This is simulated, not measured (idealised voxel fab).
process module | voxel trench capacitor
cross-section cut | 245 nm wide | cells 5 nm
A cross-section is a grid of square cells, given in bands from the top down. A band is one or more rows of cells.
Each band's line starts with the height of the band's top and of its bottom, in nm. Then come its materials from left to right, each with its width in nm. One material with "throughout" fills the band from edge to edge. "air" is empty space.
Height 0 is the level under which the wafer as received is all one material. The lowest band goes on downwards, as in "0 down".
A width such as "30 to 40" changes by the same amount from each row of cells to the next, from the band's top row to its bottom row.
"no change" after a step means that no cell of the cross-section changed.
closed voids: empty space of 8 cells or more with no open way to the top, each as width x height at its distance from the left edge, in nm
after a step's settings: what the simulator itself notes on the step
overlay nm, on a step with a mask: how far to the right of its planned place the mask lay; to the left if negative
plan
1 op RECEIVE | material Si
2 op CONFORMAL_DEP | material SiN | thk nm 10
3 op PATTERN | tone open | mask id TRENCH | material resist | width nm 25 | pitch nm 55 | thk nm 20 | overlay nm -15
4 op DIRECTIONAL_ETCH | etch materials SiN | depth nm 10
5 op DIRECTIONAL_ETCH | etch materials Si | depth nm 25
6 op STRIP | etch materials resist
7 op CONFORMAL_DEP | material Al2O3 | thk nm 5
8 op CONFORMAL_DEP | material TiN | thk nm 5
9 op FILL_DEP | material W | thk nm 10
10 op CMP | height nm 10
varied across the wafers: overlay nm of step 3. The plan shows the first wafer's value. All wafers start alike
first wafer as received, after step 1
  0 down: Si throughout
  closed voids: none
first wafer at the end, after step 10
  10 to 0: SiN 40 | Al2O3 5 | TiN 5 | W 5 | TiN 5 | Al2O3 5 | SiN 30 | Al2O3 5 | TiN 5 | W 5 | TiN 5 | Al2O3 5 | SiN 30 | Al2O3 5 | TiN 5 | W 5 | TiN 5 | Al2O3 5 | SiN 70
  0 to -15: Si 40 | Al2O3 5 | TiN 5 | W 5 | TiN 5 | Al2O3 5 | Si 30 | Al2O3 5 | TiN 5 | W 5 | TiN 5 | Al2O3 5 | Si 30 | Al2O3 5 | TiN 5 | W 5 | TiN 5 | Al2O3 5 | Si 70
  -15 to -20: Si 40 | Al2O3 5 | TiN 15 | Al2O3 5 | Si 30 | Al2O3 5 | TiN 15 | Al2O3 5 | Si 30 | Al2O3 5 | TiN 15 | Al2O3 5 | Si 70
  -20 to -25: Si 40 | Al2O3 25 | Si 30 | Al2O3 25 | Si 30 | Al2O3 25 | Si 70
  -25 down: Si throughout
  closed voids: none
last wafer at the end
  10 to 0: SiN 70 | Al2O3 5 | TiN 5 | W 5 | TiN 5 | Al2O3 5 | SiN 30 | Al2O3 5 | TiN 5 | W 5 | TiN 5 | Al2O3 5 | SiN 30 | Al2O3 5 | TiN 5 | W 5 | TiN 5 | Al2O3 5 | SiN 40
  0 to -15: Si 70 | Al2O3 5 | TiN 5 | W 5 | TiN 5 | Al2O3 5 | Si 30 | Al2O3 5 | TiN 5 | W 5 | TiN 5 | Al2O3 5 | Si 30 | Al2O3 5 | TiN 5 | W 5 | TiN 5 | Al2O3 5 | Si 40
  -15 to -20: Si 70 | Al2O3 5 | TiN 15 | Al2O3 5 | Si 30 | Al2O3 5 | TiN 15 | Al2O3 5 | Si 30 | Al2O3 5 | TiN 15 | Al2O3 5 | Si 40
  -20 to -25: Si 70 | Al2O3 25 | Si 30 | Al2O3 25 | Si 30 | Al2O3 25 | Si 40
  -25 down: Si throughout
  closed voids: none
each wafer at the end: cells of each material gained (+) or lost (-) since it was received, then its closed voids
overlay nm -15 | +51 Al2O3 | -75 Si | +68 SiN | +39 TiN | +15 W | closed voids: none
overlay nm -10 | +51 Al2O3 | -75 Si | +68 SiN | +39 TiN | +15 W | closed voids: none
overlay nm -5 | +51 Al2O3 | -75 Si | +68 SiN | +39 TiN | +15 W | closed voids: none
overlay nm 0 | +51 Al2O3 | -75 Si | +68 SiN | +39 TiN | +15 W | closed voids: none
overlay nm 5 | +51 Al2O3 | -75 Si | +68 SiN | +39 TiN | +15 W | closed voids: none
overlay nm 10 | +51 Al2O3 | -75 Si | +68 SiN | +39 TiN | +15 W | closed voids: none
overlay nm 15 | +51 Al2O3 | -75 Si | +68 SiN | +39 TiN | +15 W | closed voids: none
